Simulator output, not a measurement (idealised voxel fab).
Process module heading - voxel gate over fins
In the cross-section labelled cut, the width is 230 nm and each square cell is 5 nm.
For the purposes of this document, a cross-section shall be understood as a grid of square cells, specified as bands listed in top-to-bottom order, each band consisting of one or more rows of cells.
Read a band's entry like this: the first values are the height of its top and the height of its bottom in nm, and what follows is the sequence of materials from left to right, each with its width in nm. Note that "air" is empty space, and that a single material marked "all across" reaches across the band from edge to edge.
Heights from 0 (as-received wafer is one material below). Bottom band endless downward, as "from 0 down".
The two numbers in a width such as "30->40" mark its ends across the band: the first belongs to the top row of cells, the second to the bottom row, and from each row to the next the width moves by the same amount.
For the purposes of this document, the phrase "nothing got changed" attached to a step denotes that no cell within the cross-section was modified by that step.
Voids not open to the top, 8 cells minimum: see "Closed void roster". Written width x height at distance; distance is from the left edge; nm.
If you see something after the settings on a step's line, that's the simulator's own remark about that step.
The optional step-line setting "overlay nm" applies to steps with a mask and quantifies how far to the right of its planned location the mask lay, a negative value indicating leftward placement.
If you're wondering how to read the rest of this, here's the deal. It's pairs of cross-sections: one from before a process step, one from after it. The after one is only drawn as far down as the lowest band that changed. Right under each pair you'll see which step sits between them and what its settings were. Don't read the pairs as one continuous story, though. They can come from different runs of this module on the same starting wafer, and a pair only carries on from the one above it where its entry headed "Ahead of processing" says so.
[Ahead of processing]
- from 0 down: Si all across
- Closed void roster: none
[Post-Step Geometry]
- from 10 to 0: SiN all across
- Nothing below the height 0 has changed.
- Closed void roster: none
Process step bridging the above cross-sections: CONFORMAL_DEP | material SiN | thk nm 10
Ahead of processing: Please consult the pair immediately above; the cross-section it shows after its step is the state before this step.
[Post-Step Geometry]
- from 25 to 10: 55 air / 15 resist / 35 air / 15 resist / 35 air / 15 resist / 60 air
- Nothing below the height 10 has changed.
- Closed void roster: none
Process step bridging the above cross-sections: PATTERN | tone cover | mask id FINS | material resist | width nm 15 | pitch nm 50 | thk nm 15 | overlay nm 0
Ahead of processing: Please consult the pair immediately above; the cross-section it shows after its step is the state before this step.
[Post-Step Geometry]
- from 25 to 10: 55 air / 15 resist / 35 air / 15 resist / 35 air / 15 resist / 60 air
- from 10 to 0: 55 air / 15 SiN / 35 air / 15 SiN / 35 air / 15 SiN / 60 air
- Nothing below the height 0 has changed.
- Closed void roster: none
Process step bridging the above cross-sections: DIRECTIONAL_ETCH | etch materials SiN | depth nm 10
Ahead of processing: Please consult the pair immediately above; the cross-section it shows after its step is the state before this step.
[Post-Step Geometry]
- from 25 to 10: 55 air / 15 resist / 35 air / 15 resist / 35 air / 15 resist / 60 air
- from 10 to 0: 55 air / 15 SiN / 35 air / 15 SiN / 35 air / 15 SiN / 60 air
- from 0 to -35: 55 air / 15 Si / 35 air / 15 Si / 35 air / 15 Si / 60 air
- Nothing below the height -35 has changed.
- Closed void roster: none
Process step bridging the above cross-sections: DIRECTIONAL_ETCH | etch materials Si | depth nm 35
Ahead of processing: Please consult the pair immediately above; the cross-section it shows after its step is the state before this step.
[Post-Step Geometry]
- from 10 to 0: 55 air / 15 SiN / 35 air / 15 SiN / 35 air / 15 SiN / 60 air
- Nothing below the height 0 has changed.
- Closed void roster: none
Process step bridging the above cross-sections: STRIP | etch materials resist
Ahead of processing: Please consult the pair immediately above; the cross-section it shows after its step is the state before this step.
[Post-Step Geometry]
- from 10 to 0: 55 air / 15 SiN / 35 air / 15 SiN / 35 air / 15 SiN / 60 air
- from 0 to -35: 55 air / 5 SiO2 / 5 Si / 5 SiO2 / 35 air / 5 SiO2 / 5 Si / 5 SiO2 / 35 air / 5 SiO2 / 5 Si / 5 SiO2 / 60 air
- from -35 to -40: 60 SiO2 / 5 Si / 45 SiO2 / 5 Si / 45 SiO2 / 5 Si / 65 SiO2
- Nothing below the height -40 has changed.
- Closed void roster: none
Process step bridging the above cross-sections: OXIDIZE | depth nm 5
Ahead of processing: Please consult the pair immediately above; the cross-section it shows after its step is the state before this step.
[Post-Step Geometry]
- from 15 to 10: SiO2 all across
- from 10 to 0: 55 SiO2 / 15 SiN / 35 SiO2 / 15 SiN / 35 SiO2 / 15 SiN / 60 SiO2
- from 0 to -40: 60 SiO2 / 5 Si / 45 SiO2 / 5 Si / 45 SiO2 / 5 Si / 65 SiO2
- Nothing below the height -40 has changed.
- Closed void roster: none
Process step bridging the above cross-sections: FILL_DEP | material SiO2 | thk nm 5
Ahead of processing: Please consult the pair immediately above; the cross-section it shows after its step is the state before this step.
[Post-Step Geometry]
- from 10 to 0: 55 SiO2 / 15 SiN / 35 SiO2 / 15 SiN / 35 SiO2 / 15 SiN / 60 SiO2
- Nothing below the height 0 has changed.
- Closed void roster: none
Process step bridging the above cross-sections: CMP | height nm 10
Ahead of processing: Please consult the pair immediately above; the cross-section it shows after its step is the state before this step.
[Post-Step Geometry]
- from 20 to 10: aC all across
- Nothing below the height 10 has changed.
- Closed void roster: none
Process step bridging the above cross-sections: DIRECTIONAL_DEP | material aC | thk nm 10
Ahead of processing: Please consult the pair immediately above; the cross-section it shows after its step is the state before this step.
[Post-Step Geometry]
- from 50 to 20: 80 resist / 15 air / 135 resist
- Nothing below the height 20 has changed.
- Closed void roster: none
Process step bridging the above cross-sections: PATTERN | tone open | mask id RAIL | material resist | width nm 15 | thk nm 30 | overlay nm 0
Ahead of processing: Please consult the pair immediately above; the cross-section it shows after its step is the state before this step.
[Post-Step Geometry]
- from 40 to 20: 80 resist / 15 air / 135 resist
- from 20 to 10: 80 aC / 15 air / 135 aC
- Nothing below the height 10 has changed.
- Closed void roster: none
Process step bridging the above cross-sections: DIRECTIONAL_ETCH | etch materials aC | depth nm 10
Ahead of processing: Please consult the pair immediately above; the cross-section it shows after its step is the state before this step.
[Post-Step Geometry]
- from 20 to 10: 80 aC / 15 air / 135 aC
- Nothing below the height 10 has changed.
- Closed void roster: none
Process step bridging the above cross-sections: STRIP | etch materials resist
Ahead of processing: Please consult the pair immediately above; the cross-section it shows after its step is the state before this step.
[Post-Step Geometry]
- from 20 to 10: 80 aC / 15 air / 135 aC
- from 10 to 0: 55 SiO2 / 15 SiN / 10 SiO2 / 15 air / 10 SiO2 / 15 SiN / 35 SiO2 / 15 SiN / 60 SiO2
- from 0 to -30: 60 SiO2 / 5 Si / 15 SiO2 / 15 air / 15 SiO2 / 5 Si / 45 SiO2 / 5 Si / 65 SiO2
- Nothing below the height -30 has changed.
- Closed void roster: none
Process step bridging the above cross-sections: DIRECTIONAL_ETCH | etch materials SiO2 | depth nm 40
Ahead of processing: Please consult the pair immediately above; the cross-section it shows after its step is the state before this step.
[Post-Step Geometry]
- from 10 to 0: 55 SiO2 / 15 SiN / 10 SiO2 / 15 air / 10 SiO2 / 15 SiN / 35 SiO2 / 15 SiN / 60 SiO2
- Nothing below the height 0 has changed.
- Closed void roster: none
Process step bridging the above cross-sections: STRIP | etch materials aC
Ahead of processing: Please consult the pair immediately above; the cross-section it shows after its step is the state before this step.
[Post-Step Geometry]
- from 15 to 10: 85 TiN / 5 air / 140 TiN
- from 10 to 0: 55 SiO2 / 15 SiN / 10 SiO2 / 5 TiN / 5 air / 5 TiN / 10 SiO2 / 15 SiN / 35 SiO2 / 15 SiN / 60 SiO2
- from 0 to -25: 60 SiO2 / 5 Si / 15 SiO2 / 5 TiN / 5 air / 5 TiN / 15 SiO2 / 5 Si / 45 SiO2 / 5 Si / 65 SiO2
- from -25 to -30: 60 SiO2 / 5 Si / 15 SiO2 / 15 TiN / 15 SiO2 / 5 Si / 45 SiO2 / 5 Si / 65 SiO2
- Nothing below the height -30 has changed.
- Closed void roster: none
Process step bridging the above cross-sections: CONFORMAL_DEP | material TiN | thk nm 5
Ahead of processing: Please consult the pair immediately above; the cross-section it shows after its step is the state before this step.
[Post-Step Geometry]
- from 25 to 15: W all across
- from 15 to 10: 85 TiN / 5 W / 140 TiN
- from 10 to 0: 55 SiO2 / 15 SiN / 10 SiO2 / 5 TiN / 5 W / 5 TiN / 10 SiO2 / 15 SiN / 35 SiO2 / 15 SiN / 60 SiO2
- from 0 to -25: 60 SiO2 / 5 Si / 15 SiO2 / 5 TiN / 5 W / 5 TiN / 15 SiO2 / 5 Si / 45 SiO2 / 5 Si / 65 SiO2
- Nothing below the height -25 has changed.
- Closed void roster: none
Process step bridging the above cross-sections: FILL_DEP | material W | thk nm 10
Ahead of processing: Please consult the pair immediately above; the cross-section it shows after its step is the state before this step.
[Post-Step Geometry]
- from 10 to 0: 55 SiO2 / 15 SiN / 10 SiO2 / 5 TiN / 5 W / 5 TiN / 10 SiO2 / 15 SiN / 35 SiO2 / 15 SiN / 60 SiO2
- Nothing below the height 0 has changed.
- Closed void roster: none
Process step bridging the above cross-sections: CMP | height nm 10
Ahead of processing: Please consult the pair immediately above; the cross-section it shows after its step is the state before this step.
[Post-Step Geometry]
- from 10 to 0: 55 SiO2 / 15 SiN / 10 SiO2 / 15 air / 10 SiO2 / 15 SiN / 35 SiO2 / 15 SiN / 60 SiO2
- from 0 to -15: 60 SiO2 / 5 Si / 15 SiO2 / 15 air / 15 SiO2 / 5 Si / 45 SiO2 / 5 Si / 65 SiO2
- Nothing below the height -15 has changed.
- Closed void roster: none
Process step bridging the above cross-sections: SELECTIVE_ETCH | etch materials W Ru TiN | depth nm 25
Ahead of processing: Please consult the pair immediately above; the cross-section it shows after its step is the state before this step.
[Post-Step Geometry]
- from 15 to 10: SiO2 all across
- from 10 to 0: 55 SiO2 / 15 SiN / 35 SiO2 / 15 SiN / 35 SiO2 / 15 SiN / 60 SiO2
- from 0 to -15: 60 SiO2 / 5 Si / 45 SiO2 / 5 Si / 45 SiO2 / 5 Si / 65 SiO2
- Nothing below the height -15 has changed.
- Closed void roster: none
Process step bridging the above cross-sections: FILL_DEP | material SiO2 | thk nm 5
Ahead of processing: Please consult the pair immediately above; the cross-section it shows after its step is the state before this step.
[Post-Step Geometry]
- from 10 to 0: 55 SiO2 / 15 SiN / 35 SiO2 / 15 SiN / 35 SiO2 / 15 SiN / 60 SiO2
- Nothing below the height 0 has changed.
- Closed void roster: none
Process step bridging the above cross-sections: CMP | height nm 10
Ahead of processing: Please consult the pair immediately above; the cross-section it shows after its step is the state before this step.
[Post-Step Geometry]
- from 10 to 0: 55 air / 15 SiN / 35 air / 15 SiN / 35 air / 15 SiN / 60 air
- from 0 to -10: 60 air / 5 Si / 45 air / 5 Si / 45 air / 5 Si / 65 air
- Nothing below the height -10 has changed.
- Closed void roster: none
Process step bridging the above cross-sections: SELECTIVE_ETCH | etch materials SiO2 | depth nm 20
Ahead of processing: Please consult the pair immediately above; the cross-section it shows after its step is the state before this step.
[Post-Step Geometry]
- from 0 to -10: 60 air / 5 Si / 45 air / 5 Si / 45 air / 5 Si / 65 air
- Nothing below the height -10 has changed.
- Closed void roster: none
Process step bridging the above cross-sections: STRIP | etch materials SiN
Ahead of processing: Please consult the pair immediately above; the cross-section it shows after its step is the state before this step.
[Post-Step Geometry]
- from 5 to 0: 55 air / 15 HfO2 / 35 air / 15 HfO2 / 35 air / 15 HfO2 / 60 air
- from 0 to -5: 55 air / 5 HfO2 / 5 Si / 5 HfO2 / 35 air / 5 HfO2 / 5 Si / 5 HfO2 / 35 air / 5 HfO2 / 5 Si / 5 HfO2 / 60 air
- from -5 to -10: 60 HfO2 / 5 Si / 45 HfO2 / 5 Si / 45 HfO2 / 5 Si / 65 HfO2
- Nothing below the height -10 has changed.
- Closed void roster: none
Process step bridging the above cross-sections: CONFORMAL_DEP | material HfO2 | thk nm 5
Ahead of processing: Please consult the pair immediately above; the cross-section it shows after its step is the state before this step.
[Post-Step Geometry]
- from 10 to 5: 50 air / 25 TiN / 25 air / 25 TiN / 25 air / 25 TiN / 55 air
- from 5 to 0: 50 air / 5 TiN / 15 HfO2 / 5 TiN / 25 air / 5 TiN / 15 HfO2 / 5 TiN / 25 air / 5 TiN / 15 HfO2 / 5 TiN / 55 air
- from 0 to -5: 55 TiN / 5 HfO2 / 5 Si / 5 HfO2 / 35 TiN / 5 HfO2 / 5 Si / 5 HfO2 / 35 TiN / 5 HfO2 / 5 Si / 5 HfO2 / 60 TiN
- Nothing below the height -5 has changed.
- Closed void roster: none
Process step bridging the above cross-sections: CONFORMAL_DEP | material TiN | thk nm 5
Ahead of processing: Please consult the pair immediately above; the cross-section it shows after its step is the state before this step.
[Post-Step Geometry]
- from 15 to 10: 45 air / 35 TiAl / 15 air / 35 TiAl / 15 air / 35 TiAl / 50 air
- from 10 to 5: 45 air / 5 TiAl / 25 TiN / 5 TiAl / 15 air / 5 TiAl / 25 TiN / 5 TiAl / 15 air / 5 TiAl / 25 TiN / 5 TiAl / 50 air
- from 5 to 0: 50 TiAl / 5 TiN / 15 HfO2 / 5 TiN / 25 TiAl / 5 TiN / 15 HfO2 / 5 TiN / 25 TiAl / 5 TiN / 15 HfO2 / 5 TiN / 55 TiAl
- Nothing below the height 0 has changed.
- Closed void roster: none
Process step bridging the above cross-sections: CONFORMAL_DEP | material TiAl | thk nm 5
Ahead of processing: Please consult the pair immediately above; the cross-section it shows after its step is the state before this step.
[Post-Step Geometry]
- from 20 to 15: 40 air / 45 TiN / 5 air / 45 TiN / 5 air / 45 TiN / 45 air
- from 15 to 10: 40 air / 5 TiN / 35 TiAl / 5 TiN / 5 air / 5 TiN / 35 TiAl / 5 TiN / 5 air / 5 TiN / 35 TiAl / 5 TiN / 45 air
- from 10 to 5: 45 TiN / 5 TiAl / 25 TiN / 5 TiAl / 15 TiN / 5 TiAl / 25 TiN / 5 TiAl / 15 TiN / 5 TiAl / 25 TiN / 5 TiAl / 50 TiN
- Nothing below the height 5 has changed.
- Closed void roster: none
Process step bridging the above cross-sections: CONFORMAL_DEP | material TiN | thk nm 5
Ahead of processing: Please consult the pair immediately above; the cross-section it shows after its step is the state before this step.
[Post-Step Geometry]
- from 35 to 20: W all across
- from 20 to 15: 40 W / 45 TiN / 5 W / 45 TiN / 5 W / 45 TiN / 45 W
- from 15 to 10: 40 W / 5 TiN / 35 TiAl / 5 TiN / 5 W / 5 TiN / 35 TiAl / 5 TiN / 5 W / 5 TiN / 35 TiAl / 5 TiN / 45 W
- Nothing below the height 10 has changed.
- Closed void roster: none
Process step bridging the above cross-sections: FILL_DEP | material W | thk nm 15
Ahead of processing: Please consult the pair immediately above; the cross-section it shows after its step is the state before this step.
[Post-Step Geometry]
- from 30 to 20: W all across
- Nothing below the height 20 has changed.
- Closed void roster: none
Process step bridging the above cross-sections: CMP | height nm 30
Ahead of processing: Please consult the pair immediately above; the cross-section it shows after its step is the state before this step.
[Post-Step Geometry]
- from 35 to 30: SiCN all across
- Nothing below the height 30 has changed.
- Closed void roster: none
Process step bridging the above cross-sections: CONFORMAL_DEP | material SiCN | thk nm 5
[Ahead of processing]
- from 10 to 5: 50 air / 25 TiN / 25 air / 25 TiN / 25 air / 25 TiN / 55 air
- from 5 to 0: 50 air / 5 TiN / 15 HfO2 / 5 TiN / 25 air / 5 TiN / 15 HfO2 / 5 TiN / 25 air / 5 TiN / 15 HfO2 / 5 TiN / 55 air
- from 0 to -5: 55 TiN / 5 HfO2 / 5 Si / 5 HfO2 / 35 TiN / 5 HfO2 / 5 Si / 5 HfO2 / 35 TiN / 5 HfO2 / 5 Si / 5 HfO2 / 60 TiN
- from -5 to -10: 60 HfO2 / 5 Si / 45 HfO2 / 5 Si / 45 HfO2 / 5 Si / 65 HfO2
- from -10 to -15: 60 SiO2 / 5 Si / 45 SiO2 / 5 Si / 45 SiO2 / 5 Si / 65 SiO2
- from -15 to -25: 60 SiO2 / 5 Si / 15 SiO2 / 5 TiN / 5 W / 5 TiN / 15 SiO2 / 5 Si / 45 SiO2 / 5 Si / 65 SiO2
- from -25 to -30: 60 SiO2 / 5 Si / 15 SiO2 / 15 TiN / 15 SiO2 / 5 Si / 45 SiO2 / 5 Si / 65 SiO2
- from -30 to -40: 60 SiO2 / 5 Si / 45 SiO2 / 5 Si / 45 SiO2 / 5 Si / 65 SiO2
- from -40 down: Si all across
- Closed void roster: none
[Post-Step Geometry]
- from 15 to 5: 45 air / 35 TiN / 15 air / 35 TiN / 15 air / 35 TiN / 50 air
- from 5 to 0: 55 TiN / 15 HfO2 / 35 TiN / 15 HfO2 / 35 TiN / 15 HfO2 / 60 TiN
- Nothing below the height 0 has changed.
- Closed void roster: none
Process step bridging the above cross-sections: CONFORMAL_DEP | material TiN | thk nm 5
Ahead of processing: Please consult the pair immediately above; the cross-section it shows after its step is the state before this step.
[Post-Step Geometry]
- from 30 to 15: W all across
- from 15 to 5: 45 W / 35 TiN / 15 W / 35 TiN / 15 W / 35 TiN / 50 W
- Nothing below the height 5 has changed.
- Closed void roster: none
Process step bridging the above cross-sections: FILL_DEP | material W | thk nm 15
Ahead of processing: Please consult the pair immediately above; the cross-section it shows after its step is the state before this step.
[Post-Step Geometry]
- from 35 to 30: SiCN all across
- Nothing below the height 30 has changed.
- Closed void roster: none
Process step bridging the above cross-sections: CONFORMAL_DEP | material SiCN | thk nm 5
[Ahead of processing]
- from 10 to 0: 55 air / 15 SiN / 35 air / 15 SiN / 35 air / 15 SiN / 60 air
- from 0 to -10: 60 air / 5 Si / 45 air / 5 Si / 45 air / 5 Si / 65 air
- from -10 to -15: 60 SiO2 / 5 Si / 45 SiO2 / 5 Si / 45 SiO2 / 5 Si / 65 SiO2
- from -15 to -25: 60 SiO2 / 5 Si / 15 SiO2 / 5 TiN / 5 W / 5 TiN / 15 SiO2 / 5 Si / 45 SiO2 / 5 Si / 65 SiO2
- from -25 to -30: 60 SiO2 / 5 Si / 15 SiO2 / 15 TiN / 15 SiO2 / 5 Si / 45 SiO2 / 5 Si / 65 SiO2
- from -30 to -40: 60 SiO2 / 5 Si / 45 SiO2 / 5 Si / 45 SiO2 / 5 Si / 65 SiO2
- from -40 down: Si all across
- Closed void roster: none
[Post-Step Geometry]
- from 10 to 0: 55 air / 15 SiN / 35 air / 15 SiN / 35 air / 15 SiN / 60 air
- from 0 to -15: 60 air / 5 Si / 45 air / 5 Si / 45 air / 5 Si / 65 air
- from -15 to -25: 60 air / 5 Si / 15 air / 5 TiN / 5 W / 5 TiN / 15 air / 5 Si / 45 air / 5 Si / 65 air
- from -25 to -30: 60 air / 5 Si / 15 air / 15 TiN / 15 air / 5 Si / 45 air / 5 Si / 65 air
- Nothing below the height -30 has changed.
- Closed void roster: none
Process step bridging the above cross-sections: SELECTIVE_ETCH | etch materials SiO2 | depth nm 20
Ahead of processing: Please consult the pair immediately above; the cross-section it shows after its step is the state before this step.
[Post-Step Geometry]
- from 0 to -15: 60 air / 5 Si / 45 air / 5 Si / 45 air / 5 Si / 65 air
- Nothing below the height -15 has changed.
- Closed void roster: none
Process step bridging the above cross-sections: STRIP | etch materials SiN
Ahead of processing: Please consult the pair immediately above; the cross-section it shows after its step is the state before this step.
[Post-Step Geometry]
- from 5 to 0: 55 air / 15 HfO2 / 35 air / 15 HfO2 / 35 air / 15 HfO2 / 60 air
- from 0 to -10: 55 air / 5 HfO2 / 5 Si / 5 HfO2 / 35 air / 5 HfO2 / 5 Si / 5 HfO2 / 35 air / 5 HfO2 / 5 Si / 5 HfO2 / 60 air
- from -10 to -15: 55 air / 5 HfO2 / 5 Si / 5 HfO2 / 5 air / 25 HfO2 / 5 air / 5 HfO2 / 5 Si / 5 HfO2 / 35 air / 5 HfO2 / 5 Si / 5 HfO2 / 60 air
- from -15 to -25: 55 air / 5 HfO2 / 5 Si / 5 HfO2 / 5 air / 5 HfO2 / 5 TiN / 5 W / 5 TiN / 5 HfO2 / 5 air / 5 HfO2 / 5 Si / 5 HfO2 / 35 air / 5 HfO2 / 5 Si / 5 HfO2 / 60 air
- from -25 to -30: 60 HfO2 / 5 Si / 15 HfO2 / 15 TiN / 15 HfO2 / 5 Si / 45 HfO2 / 5 Si / 65 HfO2
- Nothing below the height -30 has changed.
- Closed void roster: none
Process step bridging the above cross-sections: CONFORMAL_DEP | material HfO2 | thk nm 5
Ahead of processing: Please consult the pair immediately above; the cross-section it shows after its step is the state before this step.
[Post-Step Geometry]
- from 10 to 5: 50 air / 25 TiN / 25 air / 25 TiN / 25 air / 25 TiN / 55 air
- from 5 to 0: 50 air / 5 TiN / 15 HfO2 / 5 TiN / 25 air / 5 TiN / 15 HfO2 / 5 TiN / 25 air / 5 TiN / 15 HfO2 / 5 TiN / 55 air
- from 0 to -5: 50 air / 5 TiN / 5 HfO2 / 5 Si / 5 HfO2 / 5 TiN / 25 air / 5 TiN / 5 HfO2 / 5 Si / 5 HfO2 / 5 TiN / 25 air / 5 TiN / 5 HfO2 / 5 Si / 5 HfO2 / 5 TiN / 55 air
- from -5 to -10: 50 air / 5 TiN / 5 HfO2 / 5 Si / 5 HfO2 / 35 TiN / 5 HfO2 / 5 Si / 5 HfO2 / 5 TiN / 25 air / 5 TiN / 5 HfO2 / 5 Si / 5 HfO2 / 5 TiN / 55 air
- from -10 to -15: 50 air / 5 TiN / 5 HfO2 / 5 Si / 5 HfO2 / 5 TiN / 25 HfO2 / 5 TiN / 5 HfO2 / 5 Si / 5 HfO2 / 5 TiN / 25 air / 5 TiN / 5 HfO2 / 5 Si / 5 HfO2 / 5 TiN / 55 air
- from -15 to -20: 50 air / 5 TiN / 5 HfO2 / 5 Si / 5 HfO2 / 5 TiN / 5 HfO2 / 5 TiN / 5 W / 5 TiN / 5 HfO2 / 5 TiN / 5 HfO2 / 5 Si / 5 HfO2 / 5 TiN / 25 air / 5 TiN / 5 HfO2 / 5 Si / 5 HfO2 / 5 TiN / 55 air
- from -20 to -25: 55 TiN / 5 HfO2 / 5 Si / 5 HfO2 / 5 TiN / 5 HfO2 / 5 TiN / 5 W / 5 TiN / 5 HfO2 / 5 TiN / 5 HfO2 / 5 Si / 5 HfO2 / 35 TiN / 5 HfO2 / 5 Si / 5 HfO2 / 60 TiN
- Nothing below the height -25 has changed.
- Closed void roster: none
Process step bridging the above cross-sections: CONFORMAL_DEP | material TiN | thk nm 5
Ahead of processing: Please consult the pair immediately above; the cross-section it shows after its step is the state before this step.
[Post-Step Geometry]
- from 15 to 10: 45 air / 35 TiAl / 15 air / 35 TiAl / 15 air / 35 TiAl / 50 air
- from 10 to 5: 45 air / 5 TiAl / 25 TiN / 5 TiAl / 15 air / 5 TiAl / 25 TiN / 5 TiAl / 15 air / 5 TiAl / 25 TiN / 5 TiAl / 50 air
- from 5 to 0: 45 air / 5 TiAl / 5 TiN / 15 HfO2 / 5 TiN / 5 TiAl / 15 air / 5 TiAl / 5 TiN / 15 HfO2 / 5 TiN / 5 TiAl / 15 air / 5 TiAl / 5 TiN / 15 HfO2 / 5 TiN / 5 TiAl / 50 air
- from 0 to -5: 45 air / 5 TiAl / 5 TiN / 5 HfO2 / 5 Si / 5 HfO2 / 5 TiN / 25 TiAl / 5 TiN / 5 HfO2 / 5 Si / 5 HfO2 / 5 TiN / 5 TiAl / 15 air / 5 TiAl / 5 TiN / 5 HfO2 / 5 Si / 5 HfO2 / 5 TiN / 5 TiAl / 50 air
- from -5 to -10: 45 air / 5 TiAl / 5 TiN / 5 HfO2 / 5 Si / 5 HfO2 / 35 TiN / 5 HfO2 / 5 Si / 5 HfO2 / 5 TiN / 5 TiAl / 15 air / 5 TiAl / 5 TiN / 5 HfO2 / 5 Si / 5 HfO2 / 5 TiN / 5 TiAl / 50 air
- from -10 to -15: 45 air / 5 TiAl / 5 TiN / 5 HfO2 / 5 Si / 5 HfO2 / 5 TiN / 25 HfO2 / 5 TiN / 5 HfO2 / 5 Si / 5 HfO2 / 5 TiN / 5 TiAl / 15 air / 5 TiAl / 5 TiN / 5 HfO2 / 5 Si / 5 HfO2 / 5 TiN / 5 TiAl / 50 air
- from -15 to -20: 50 TiAl / 5 TiN / 5 HfO2 / 5 Si / 5 HfO2 / 5 TiN / 5 HfO2 / 5 TiN / 5 W / 5 TiN / 5 HfO2 / 5 TiN / 5 HfO2 / 5 Si / 5 HfO2 / 5 TiN / 25 TiAl / 5 TiN / 5 HfO2 / 5 Si / 5 HfO2 / 5 TiN / 55 TiAl
- Nothing below the height -20 has changed.
- Closed void roster: none
Process step bridging the above cross-sections: CONFORMAL_DEP | material TiAl | thk nm 5
Ahead of processing: Please consult the pair immediately above; the cross-section it shows after its step is the state before this step.
[Post-Step Geometry]
- from 20 to 15: 40 air / 45 TiN / 5 air / 45 TiN / 5 air / 45 TiN / 45 air
- from 15 to 10: 40 air / 5 TiN / 35 TiAl / 5 TiN / 5 air / 5 TiN / 35 TiAl / 5 TiN / 5 air / 5 TiN / 35 TiAl / 5 TiN / 45 air
- from 10 to 5: 40 air / 5 TiN / 5 TiAl / 25 TiN / 5 TiAl / 5 TiN / 5 air / 5 TiN / 5 TiAl / 25 TiN / 5 TiAl / 5 TiN / 5 air / 5 TiN / 5 TiAl / 25 TiN / 5 TiAl / 5 TiN / 45 air
- from 5 to 0: 40 air / 5 TiN / 5 TiAl / 5 TiN / 15 HfO2 / 5 TiN / 5 TiAl / 15 TiN / 5 TiAl / 5 TiN / 15 HfO2 / 5 TiN / 5 TiAl / 5 TiN / 5 air / 5 TiN / 5 TiAl / 5 TiN / 15 HfO2 / 5 TiN / 5 TiAl / 5 TiN / 45 air
- from 0 to -5: 40 air / 5 TiN / 5 TiAl / 5 TiN / 5 HfO2 / 5 Si / 5 HfO2 / 5 TiN / 25 TiAl / 5 TiN / 5 HfO2 / 5 Si / 5 HfO2 / 5 TiN / 5 TiAl / 5 TiN / 5 air / 5 TiN / 5 TiAl / 5 TiN / 5 HfO2 / 5 Si / 5 HfO2 / 5 TiN / 5 TiAl / 5 TiN / 45 air
- from -5 to -10: 40 air / 5 TiN / 5 TiAl / 5 TiN / 5 HfO2 / 5 Si / 5 HfO2 / 35 TiN / 5 HfO2 / 5 Si / 5 HfO2 / 5 TiN / 5 TiAl / 5 TiN / 5 air / 5 TiN / 5 TiAl / 5 TiN / 5 HfO2 / 5 Si / 5 HfO2 / 5 TiN / 5 TiAl / 5 TiN / 45 air
- from -10 to -15: 45 TiN / 5 TiAl / 5 TiN / 5 HfO2 / 5 Si / 5 HfO2 / 5 TiN / 25 HfO2 / 5 TiN / 5 HfO2 / 5 Si / 5 HfO2 / 5 TiN / 5 TiAl / 15 TiN / 5 TiAl / 5 TiN / 5 HfO2 / 5 Si / 5 HfO2 / 5 TiN / 5 TiAl / 50 TiN
- Nothing below the height -15 has changed.
- Closed void roster: none
Process step bridging the above cross-sections: CONFORMAL_DEP | material TiN | thk nm 5
Ahead of processing: Please consult the pair immediately above; the cross-section it shows after its step is the state before this step.
[Post-Step Geometry]
- from 35 to 20: W all across
- from 20 to 15: 40 W / 45 TiN / 5 W / 45 TiN / 5 W / 45 TiN / 45 W
- from 15 to 10: 40 W / 5 TiN / 35 TiAl / 5 TiN / 5 W / 5 TiN / 35 TiAl / 5 TiN / 5 W / 5 TiN / 35 TiAl / 5 TiN / 45 W
- from 10 to 5: 40 W / 5 TiN / 5 TiAl / 25 TiN / 5 TiAl / 5 TiN / 5 W / 5 TiN / 5 TiAl / 25 TiN / 5 TiAl / 5 TiN / 5 W / 5 TiN / 5 TiAl / 25 TiN / 5 TiAl / 5 TiN / 45 W
- from 5 to 0: 40 W / 5 TiN / 5 TiAl / 5 TiN / 15 HfO2 / 5 TiN / 5 TiAl / 15 TiN / 5 TiAl / 5 TiN / 15 HfO2 / 5 TiN / 5 TiAl / 5 TiN / 5 W / 5 TiN / 5 TiAl / 5 TiN / 15 HfO2 / 5 TiN / 5 TiAl / 5 TiN / 45 W
- from 0 to -5: 40 W / 5 TiN / 5 TiAl / 5 TiN / 5 HfO2 / 5 Si / 5 HfO2 / 5 TiN / 25 TiAl / 5 TiN / 5 HfO2 / 5 Si / 5 HfO2 / 5 TiN / 5 TiAl / 5 TiN / 5 W / 5 TiN / 5 TiAl / 5 TiN / 5 HfO2 / 5 Si / 5 HfO2 / 5 TiN / 5 TiAl / 5 TiN / 45 W
- from -5 to -10: 40 W / 5 TiN / 5 TiAl / 5 TiN / 5 HfO2 / 5 Si / 5 HfO2 / 35 TiN / 5 HfO2 / 5 Si / 5 HfO2 / 5 TiN / 5 TiAl / 5 TiN / 5 W / 5 TiN / 5 TiAl / 5 TiN / 5 HfO2 / 5 Si / 5 HfO2 / 5 TiN / 5 TiAl / 5 TiN / 45 W
- Nothing below the height -10 has changed.
- Closed void roster: none
Process step bridging the above cross-sections: FILL_DEP | material W | thk nm 15
Ahead of processing: Please consult the pair immediately above; the cross-section it shows after its step is the state before this step.
[Post-Step Geometry]
- from 30 to 20: W all across
- Nothing below the height 20 has changed.
- Closed void roster: none
Process step bridging the above cross-sections: CMP | height nm 30
Ahead of processing: Please consult the pair immediately above; the cross-section it shows after its step is the state before this step.
[Post-Step Geometry]
- from 35 to 30: SiCN all across
- Nothing below the height 30 has changed.
- Closed void roster: none
Process step bridging the above cross-sections: CONFORMAL_DEP | material SiCN | thk nm 5
